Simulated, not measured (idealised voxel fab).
Presented below is a process module, voxel ribs on slabs.
Xsec cut, 190 nm wide, square cell size 5 nm.
When this document writes out a cross-section, it uses a grid of square cells and lists it as bands, beginning at the top and moving down, with a band standing for one or more rows of cells. Basically the band line says how high the top is and how high the bottom is, in nm, and then what's in it from left to right, every material with its width in nm. Empty space shows up as "air", and if a single material carries "all across" it runs the full band edge to edge. Note: height 0 marks the level under which the wafer is uniformly one material as received. Lowest band unbounded below, written "0 down". The width entry "30->40" should be interpreted row by row: the top row of cells in the band takes the first number, the bottom row takes the second number, and the change between adjacent rows is uniform throughout. For the purposes of this document, the phrase "everything unchanged" attached to a step denotes that no cell within the cross-section was modified by that step. Voids not open to the top, 8 cells minimum: see "Completely enclosed voids". Written width x height at distance; distance is from the left edge; nm. That trailing text on a step's line, after the settings, is the simulator's own remark on the step. On any step carrying a mask, the "overlay nm" setting, if present on the step's line, tells how far right of its planned place the mask lay; negative values point to the left.
-- The steps planned for the process are as follows
1: op RECEIVE | material Si
2: op DIRECTIONAL_DEP | material SiO2 | thk nm 20
3: op DIRECTIONAL_DEP | material SiN | thk nm 15
4: op DIRECTIONAL_DEP | material aC | thk nm 10
5: op PATTERN | tone cover | mask id RIB | material resist | width nm 20 | thk nm 25 | overlay nm 0
6: op DIRECTIONAL_ETCH | etch materials aC | depth nm 10
7: op STRIP | etch materials resist
8: op DIRECTIONAL_ETCH | etch materials SiN | depth nm 10
9: op STRIP | etch materials aC
10: op MASKED_ETCH | tone cover | mask id SLAB | width nm 40 | etch materials SiN | depth nm 5 | overlay nm 0
11: op FILL_DEP | material SiO2 | thk nm 20
12: op CMP | height nm 45
13: op DIRECTIONAL_DEP | material TiN | thk nm 5
14: op MASKED_ETCH | tone cover | mask id HEATER | width nm 30 | etch materials TiN | depth nm 5 | overlay nm 0
15: op CONFORMAL_DEP | material SiO2 | thk nm 5
The wafers are alike at the start. At step 10, their width nm differs. The plan lists the first wafer's value.
-- Received condition of the first of several wafers, sectioned: post-step 1
0 down | Si all across
Completely enclosed voids: none
-- Once step 15, the last step, is complete, the module is at its end; this is the cross-section of the first of several wafers
55 to 50 | 75 of air, then 40 of SiO2, then 75 of air
50 to 45 | 80 of SiO2, then 30 of TiN, then 80 of SiO2
45 to 35 | SiO2 all across
35 to 25 | 85 of SiO2, then 20 of SiN, then 85 of SiO2
25 to 20 | 75 of SiO2, then 40 of SiN, then 75 of SiO2
20 to 0 | SiO2 all across
0 down | Si all across
Completely enclosed voids: none
-- Showing the last wafer in cross-section at the end of the module
55 to 50 | 75 of air, then 40 of SiO2, then 75 of air
50 to 45 | 80 of SiO2, then 30 of TiN, then 80 of SiO2
45 to 35 | SiO2 all across
35 to 25 | 85 of SiO2, then 20 of SiN, then 85 of SiO2
25 to 20 | 65 of SiO2, then 65 of SiN, then 60 of SiO2
20 to 0 | SiO2 all across
0 down | Si all across
Completely enclosed voids: none
-- Table: wafers, a row each; end-of-module cell change per material since receipt, gain (+), loss (-); then closed voids
width nm 40 | +16 SiN | +366 SiO2 | +6 TiN | Completely enclosed voids: none
width nm 45 | +17 SiN | +365 SiO2 | +6 TiN | Completely enclosed voids: none
width nm 50 | +18 SiN | +364 SiO2 | +6 TiN | Completely enclosed voids: none
width nm 55 | +19 SiN | +363 SiO2 | +6 TiN | Completely enclosed voids: none
width nm 60 | +20 SiN | +362 SiO2 | +6 TiN | Completely enclosed voids: none
width nm 65 | +21 SiN | +361 SiO2 | +6 TiN | Completely enclosed voids: none
